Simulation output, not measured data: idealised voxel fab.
The following process module bears the name voxel self aligned contacts.
The width of the displayed cross-section, cut, is 225 nm; its cells are square, with a size of 5 nm.
Cross-section format: a grid of square cells, given as bands from top to bottom; each band is one or more rows of cells. What a band's entry tells you: where the top is and where the bottom is, as heights in nm, and after that what lies inside, material by material from left to right, each with its width in nm. Empty space is written as the word "air", and a single material marked with the word "edge to edge" occupies the band from edge to edge. It should be noted that heights are counted from 0, beneath which the wafer as supplied is of one material throughout, and that the lowest band possesses no lower boundary but continues downward, as written in "0 and below". Quick explanation for "30->40": the width changes in equal steps down the rows of cells, from the first number in the band's top row to the second number in its bottom row. Take "no change occurred" at face value: in the step it is given for, the cross-section changed in none of its cells. Any empty space of 8 cells or more lacking an open way to the top shows up in "Enclosed void catalog" as width x height at distance, distance from the left edge, in nm. Step line, after settings: the simulator's comment on this step. overlay nm, on a step with a mask: how far to the right of its planned place the mask lay; to the left if negative.

Listed below are the process steps as planned
1: RECEIVE (material Si)
2: CONFORMAL_DEP (material SiO2; thk nm 5)
3: DIRECTIONAL_DEP (material polySi; thk nm 30)
4: DIRECTIONAL_DEP (material SiN; thk nm 20)
5: PATTERN (tone cover; mask id GATE; material resist; width nm 25; pitch nm 60; thk nm 20; overlay nm 0)
6: DIRECTIONAL_ETCH (etch materials SiN; depth nm 20)
7: DIRECTIONAL_ETCH (etch materials polySi; depth nm 30)
8: STRIP (etch materials resist)
9: CONFORMAL_DEP (material SiN; thk nm 5)
10: DIRECTIONAL_ETCH (etch materials SiN; depth nm 5)
11: FILL_DEP (material SiO2; thk nm 15)
12: CMP (height nm 60)
13: MASKED_ETCH (tone open; mask id CONTACT; width nm 45; etch materials SiO2; depth nm 60; overlay nm 0)
14: CONFORMAL_DEP (material TiN; thk nm 5)
15: FILL_DEP (material Ru; thk nm 10)
16: CMP (height nm 60)
17: CONFORMAL_DEP (material SiCN; thk nm 5)

Wafer as received: cross-section following step 1
- 0 and below: Si edge to edge
- Enclosed void catalog: none

Wafer cross-section at module end: first of two, run to plan
- 65 down to 60: SiCN edge to edge
- 60 down to 55: 90 of SiO2; 15 of TiN; 15 of Ru; 15 of TiN; 90 of SiO2
- 55 down to 35: 65 of SiO2; 35 of SiN; 5 of TiN; 15 of Ru; 5 of TiN; 35 of SiN; 65 of SiO2
- 35 down to 5: 65 of SiO2; 5 of SiN; 25 of polySi; 5 of SiN; 5 of TiN; 15 of Ru; 5 of TiN; 5 of SiN; 25 of polySi; 5 of SiN; 65 of SiO2
- 5 down to 0: 100 of SiO2; 25 of TiN; 100 of SiO2
- 0 and below: Si edge to edge
- Enclosed void catalog: none

Second wafer of the two, sectioned at the end of the module. It began like the first and followed the same plan, but one mistake was made while running it
- 65 down to 60: SiCN edge to edge
- 60 down to 55: 65 of SiO2; 35 of SiN; 25 of TiN; 35 of SiN; 65 of SiO2
- 55 down to 35: SiN edge to edge
- 35 down to 5: polySi edge to edge
- 5 down to 0: SiO2 edge to edge
- 0 and below: Si edge to edge
- Enclosed void catalog: none
Error vs. plan: it should be noted that step 4 of the plan was executed twice
at the end the second wafer has, in cells: 33 fewer of Ru | 114 more of SiN | 265 fewer of SiO2 | 26 fewer of TiN | 210 more of polySi
